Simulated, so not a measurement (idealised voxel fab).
Process module, titled voxel self aligned contacts
In the cross-section labelled cut, the width is 205 nm and each square cell is 5 nm.
Format of a cross-section: grid, square cells. Given as bands. Order: top down. Band: one or more rows of cells. First you get the band's top height and its bottom height, in nm, and then the materials it's made of, left to right, with each width in nm. If you see a single material with "throughout", that one covers the band edge to edge. "blank" is empty space. A quick word on heights: they are counted from 0, and under that level the wafer as it came to us is one material throughout. The lowest band is different from the rest in having no bottom; it simply continues downward, written as in "0 -> down". A width such as "30 to 40" changes by the same amount from each row of cells to the next, from the band's top row to its bottom row. For the purposes of this document, the phrase "remains unaltered" attached to a step denotes that no cell within the cross-section was modified by that step. In the "Closed empty spaces" entry, you get each enclosed empty space of 8 cells or more, one with no open way to the top, written width x height at distance, distance from the left edge, in nm. If you see something after the settings on a step's line, that's the simulator's own remark about that step. "overlay nm" denotes, for a step that has a mask, the displacement of the mask to the right of its planned place, with negative values corresponding to the left.

## The process steps that were planned are listed below
step 1: RECEIVE, material Si
step 2: CONFORMAL_DEP, material SiO2, thk nm 5
step 3: DIRECTIONAL_DEP, material polySi, thk nm 25
step 4: DIRECTIONAL_DEP, material SiN, thk nm 20
step 5: PATTERN, tone cover, mask id GATE, material resist, width nm 25, pitch nm 70, thk nm 15, overlay nm 0
step 6: DIRECTIONAL_ETCH, etch materials SiN, depth nm 20
step 7: DIRECTIONAL_ETCH, etch materials polySi, depth nm 25
step 8: STRIP, etch materials resist
step 9: CONFORMAL_DEP, material SiN, thk nm 5
step 10: DIRECTIONAL_ETCH, etch materials SiN, depth nm 5
step 11: FILL_DEP, material SiO2, thk nm 10
step 12: CMP, height nm 55
step 13: DIRECTIONAL_DEP, material aC, thk nm 10
step 14: PATTERN, tone open, mask id CONTACT, material resist, width nm 55, pitch nm 70, thk nm 25, overlay nm 0
step 15: DIRECTIONAL_ETCH, etch materials aC, depth nm 10
step 16: STRIP, etch materials resist
step 17: DIRECTIONAL_ETCH, etch materials SiO2, depth nm 55
step 18: STRIP, etch materials aC
step 19: CONFORMAL_DEP, material TiN, thk nm 5
step 20: FILL_DEP, material Ru, thk nm 5
step 21: CMP, height nm 55
step 22: CONFORMAL_DEP, material SiN, thk nm 5
Across this set of wafers, the varied parameter is the width nm of step 5. Starting conditions are identical for every wafer, and the plan reports the value assigned to the first wafer.

## The first of several wafers, as received after step 1, seen in section
- 0 -> down: Si throughout
- Closed empty spaces: none

## Row per wafer, end-of-module: cell gain (+)/loss (-) by material since the wafer came in, then closed voids
width nm 25; +100 Ru; +155 SiN; +100 SiO2; +62 TiN; +75 polySi; Closed empty spaces: none
width nm 30; +80 Ru; +167 SiN; +93 SiO2; +62 TiN; +90 polySi; Closed empty spaces: none
width nm 35; +60 Ru; +179 SiN; +86 SiO2; +62 TiN; +105 polySi; Closed empty spaces: none
